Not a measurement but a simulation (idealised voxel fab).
Process module in this document: voxel transistor to metal
The width of the displayed cross-section, cut, is 275 nm; its cells are square, with a size of 5 nm.
Think of the cross-section as a grid of square cells. We describe it in bands, top to bottom, and each band covers one or more rows of those cells.
In this notation a band is specified by the heights of its top and bottom, in that order and in nm, after which its materials appear from left to right, each paired with its width in nm. The word "everywhere" attached to a single material means that material fills the band from edge to edge; the word "empty" stands for empty space.
Where do heights start? At 0: under that level the wafer as delivered is made of one material only. And the lowest band has no floor; it just carries on downward, as in "z 0 and below".
The two numbers in a width such as "30->40" mark its ends across the band: the first belongs to the top row of cells, the second to the bottom row, and from each row to the next the width moves by the same amount.
When a step is marked "no change occurred", none of the cells in the cross-section changed during that step.
"Unvented cavities" contains a list of empty spaces, each no smaller than 8 cells and without an open way to the top, written in the form width x height at distance with the distance from the left edge and all three in nm.
Note: text after step settings on the step line = simulator remark on that step.
The optional step-line setting "overlay nm" applies to steps with a mask and quantifies how far to the right of its planned location the mask lay, a negative value indicating leftward placement.
# Steps in the process plan
1) RECEIVE,material Si
2) CONFORMAL_DEP,material SiO2,thk nm 5
3) CONFORMAL_DEP,material SiN,thk nm 10
4) PATTERN,tone cover,mask id ACTIVE,material resist,width nm 105,pitch nm 125,thk nm 15,overlay nm 0
5) DIRECTIONAL_ETCH,etch materials SiN,depth nm 10
6) DIRECTIONAL_ETCH,etch materials SiO2,depth nm 5
7) DIRECTIONAL_ETCH,etch materials Si,depth nm 25
8) STRIP,etch materials resist
9) OXIDIZE,depth nm 5
10) FILL_DEP,material SiO2,thk nm 10
11) CMP,height nm 15
12) SELECTIVE_ETCH,etch materials SiO2,depth nm 10
13) STRIP,etch materials SiN
14) SELECTIVE_ETCH,etch materials SiO2,depth nm 5
15) OXIDIZE,depth nm 5
16) DIRECTIONAL_DEP,material polySi,thk nm 30
17) DIRECTIONAL_DEP,material SiCN,thk nm 10
18) MASKED_ETCH,tone cover,mask id GATE,width nm 25,pitch nm 125,etch materials SiCN,depth nm 20,overlay nm 0
19) MASKED_ETCH,tone cover,mask id GATE,width nm 25,pitch nm 125,etch materials polySi,depth nm 40,overlay nm 0
20) CONFORMAL_DEP,material SiO2,thk nm 5
21) DIRECTIONAL_ETCH,etch materials SiO2,depth nm 5
22) CONFORMAL_DEP,material SiN,thk nm 5
23) DIRECTIONAL_ETCH,etch materials SiN,depth nm 5
24) DIRECTIONAL_ETCH,etch materials SiO2,depth nm 5
25) DIRECTIONAL_ETCH,etch materials Si,depth nm 15
26) EPI,material SiGe,thk nm 20
27) FILL_DEP,material SiO2,thk nm 5
28) CMP,height nm 30
29) STRIP,etch materials polySi
30) SELECTIVE_ETCH,etch materials SiO2,depth nm 5
31) CONFORMAL_DEP,material HfO2,thk nm 5
32) CONFORMAL_DEP,material TiN,thk nm 5
33) FILL_DEP,material W,thk nm 5
34) CMP,height nm 25
35) DIRECTIONAL_DEP,material SiO2,thk nm 10
36) PATTERN,tone open,mask id CONTACT,material resist,width nm 20,thk nm 20,overlay nm 0
37) DIRECTIONAL_ETCH,etch materials SiO2,depth nm 35
38) STRIP,etch materials resist
39) CONFORMAL_DEP,material TiN,thk nm 5
40) FILL_DEP,material Ru,thk nm 10
41) CMP,height nm 35
42) DIRECTIONAL_DEP,material TiN,thk nm 5
43) DIRECTIONAL_DEP,material Ru,thk nm 25
44) DIRECTIONAL_DEP,material aC,thk nm 10
45) PATTERN,tone cover,mask id METAL_1,material resist,width nm 20,thk nm 30,overlay nm 0
46) DIRECTIONAL_ETCH,etch materials aC,depth nm 10
47) STRIP,etch materials resist
48) DIRECTIONAL_ETCH,etch materials Ru,depth nm 25
49) DIRECTIONAL_ETCH,etch materials TiN,depth nm 5
50) STRIP,etch materials aC
51) CONFORMAL_DEP,material SiN,thk nm 5
52) FILL_DEP,material lowk,thk nm 10
53) CMP,height nm 65
54) CONFORMAL_DEP,material SiCN,thk nm 5
# As-received wafer cross-section (after step 1)
z 0 and below = Si everywhere
Unvented cavities: none
# As-planned run: cross-section of the first of two wafers at end of module
z 70 to 65 = SiCN everywhere
z 65 to 40 = 20 nm lowk  5 nm SiN  20 nm Ru  5 nm SiN  45 nm lowk  5 nm SiN  20 nm Ru  5 nm SiN  20 nm lowk  5 nm SiN  20 nm Ru  5 nm SiN  45 nm lowk  5 nm SiN  20 nm Ru  5 nm SiN  25 nm lowk
z 40 to 35 = 25 nm SiN  20 nm TiN  55 nm SiN  20 nm TiN  30 nm SiN  20 nm TiN  55 nm SiN  20 nm TiN  30 nm SiN
z 35 to 25 = 25 nm SiO2  5 nm TiN  10 nm Ru  5 nm TiN  55 nm SiO2  5 nm TiN  10 nm Ru  5 nm TiN  30 nm SiO2  5 nm TiN  10 nm Ru  5 nm TiN  55 nm SiO2  5 nm TiN  10 nm Ru  5 nm TiN  30 nm SiO2
z 25 to 20 = 25 nm SiO2  5 nm TiN  10 nm Ru  5 nm TiN  5 nm SiO2  5 nm SiN  5 nm HfO2  5 nm TiN  15 nm W  5 nm TiN  5 nm HfO2  5 nm SiN  5 nm SiO2  5 nm TiN  10 nm Ru  5 nm TiN  30 nm SiO2  5 nm TiN  10 nm Ru  5 nm TiN  5 nm SiO2  5 nm SiN  5 nm HfO2  5 nm TiN  15 nm W  5 nm TiN  5 nm HfO2  5 nm SiN  5 nm SiO2  5 nm TiN  10 nm Ru  5 nm TiN  30 nm SiO2
z 20 to 15 = 25 nm SiO2  20 nm TiN  5 nm SiO2  5 nm SiN  5 nm HfO2  5 nm TiN  15 nm W  5 nm TiN  5 nm HfO2  5 nm SiN  5 nm SiO2  20 nm TiN  30 nm SiO2  20 nm TiN  5 nm SiO2  5 nm SiN  5 nm HfO2  5 nm TiN  15 nm W  5 nm TiN  5 nm HfO2  5 nm SiN  5 nm SiO2  20 nm TiN  30 nm SiO2
z 15 to 5 = 25 nm SiO2  5 nm TiN  20 nm SiGe  5 nm SiN  5 nm HfO2  5 nm TiN  15 nm W  5 nm TiN  5 nm HfO2  5 nm SiN  20 nm SiGe  5 nm TiN  30 nm SiO2  5 nm TiN  20 nm SiGe  5 nm SiN  5 nm HfO2  5 nm TiN  15 nm W  5 nm TiN  5 nm HfO2  5 nm SiN  20 nm SiGe  5 nm TiN  30 nm SiO2
z 5 to 0 = 25 nm SiO2  5 nm TiN  20 nm SiGe  5 nm SiN  5 nm HfO2  25 nm TiN  5 nm HfO2  5 nm SiN  20 nm SiGe  5 nm TiN  30 nm SiO2  5 nm TiN  20 nm SiGe  5 nm SiN  5 nm HfO2  25 nm TiN  5 nm HfO2  5 nm SiN  20 nm SiGe  5 nm TiN  30 nm SiO2
z 0 to -5 = 20 nm SiO2  30 nm SiGe  5 nm SiO2  35 nm HfO2  5 nm SiO2  30 nm SiGe  20 nm SiO2  30 nm SiGe  5 nm SiO2  35 nm HfO2  5 nm SiO2  30 nm SiGe  25 nm SiO2
z -5 to -20 = 25 nm SiO2  25 nm SiGe  45 nm Si  25 nm SiGe  30 nm SiO2  25 nm SiGe  45 nm Si  25 nm SiGe  30 nm SiO2
z -20 to -30 = 25 nm SiO2  95 nm Si  30 nm SiO2  95 nm Si  30 nm SiO2
z -30 and below = Si everywhere
Unvented cavities: none
# Module end: cross-section of wafer two of two. Same start and process plan as the first wafer. One mistake during execution
z 70 to 65 = SiCN everywhere
z 65 to 40 = 20 nm lowk  5 nm SiN  20 nm Ru  5 nm SiN  45 nm lowk  5 nm SiN  20 nm Ru  5 nm SiN  20 nm lowk  5 nm SiN  20 nm Ru  5 nm SiN  45 nm lowk  5 nm SiN  20 nm Ru  5 nm SiN  25 nm lowk
z 40 to 35 = 25 nm SiN  20 nm TiN  55 nm SiN  20 nm TiN  30 nm SiN  20 nm TiN  55 nm SiN  20 nm TiN  30 nm SiN
z 35 to 25 = 25 nm SiO2  5 nm TiN  10 nm Ru  5 nm TiN  55 nm SiO2  5 nm TiN  10 nm Ru  5 nm TiN  30 nm SiO2  5 nm TiN  10 nm Ru  5 nm TiN  55 nm SiO2  5 nm TiN  10 nm Ru  5 nm TiN  30 nm SiO2
z 25 to 20 = 25 nm SiO2  5 nm TiN  10 nm Ru  5 nm TiN  5 nm SiO2  5 nm SiN  5 nm HfO2  5 nm TiN  15 nm W  5 nm TiN  5 nm HfO2  5 nm SiN  5 nm SiO2  5 nm TiN  10 nm Ru  5 nm TiN  30 nm SiO2  5 nm TiN  10 nm Ru  5 nm TiN  5 nm SiO2  5 nm SiN  5 nm HfO2  5 nm TiN  15 nm W  5 nm TiN  5 nm HfO2  5 nm SiN  5 nm SiO2  5 nm TiN  10 nm Ru  5 nm TiN  30 nm SiO2
z 20 to 15 = 25 nm SiO2  20 nm TiN  5 nm SiO2  5 nm SiN  5 nm HfO2  5 nm TiN  15 nm W  5 nm TiN  5 nm HfO2  5 nm SiN  5 nm SiO2  20 nm TiN  30 nm SiO2  20 nm TiN  5 nm SiO2  5 nm SiN  5 nm HfO2  5 nm TiN  15 nm W  5 nm TiN  5 nm HfO2  5 nm SiN  5 nm SiO2  20 nm TiN  30 nm SiO2
z 15 to 5 = 25 nm SiO2  5 nm TiN  20 nm SiGe  5 nm SiN  5 nm HfO2  5 nm TiN  15 nm W  5 nm TiN  5 nm HfO2  5 nm SiN  20 nm SiGe  5 nm TiN  30 nm SiO2  5 nm TiN  20 nm SiGe  5 nm SiN  5 nm HfO2  5 nm TiN  15 nm W  5 nm TiN  5 nm HfO2  5 nm SiN  20 nm SiGe  5 nm TiN  30 nm SiO2
z 5 to 0 = 25 nm SiO2  5 nm TiN  20 nm SiGe  5 nm SiN  5 nm HfO2  25 nm TiN  5 nm HfO2  5 nm SiN  20 nm SiGe  5 nm TiN  30 nm SiO2  5 nm TiN  20 nm SiGe  5 nm SiN  5 nm HfO2  25 nm TiN  5 nm HfO2  5 nm SiN  20 nm SiGe  5 nm TiN  30 nm SiO2
z 0 to -5 = 20 nm SiO2  30 nm SiGe  5 nm SiO2  35 nm HfO2  5 nm SiO2  30 nm SiGe  20 nm SiO2  30 nm SiGe  5 nm SiO2  35 nm HfO2  5 nm SiO2  30 nm SiGe  25 nm SiO2
z -5 to -20 = 25 nm SiO2  25 nm SiGe  45 nm Si  25 nm SiGe  30 nm SiO2  25 nm SiGe  45 nm Si  25 nm SiGe  30 nm SiO2
z -20 to -40 = 25 nm SiO2  95 nm Si  30 nm SiO2  95 nm Si  30 nm SiO2
z -40 and below = Si everywhere
Unvented cavities: none
In executing the process, a mistake was made relative to the plan: step 7: run off-plan, actual operation and settings DIRECTIONAL_ETCH,etch materials Si,depth nm 35
The closing comparison, in cells, has the second wafer with more or fewer of some materials than the first: -34 Si | +34 SiO2
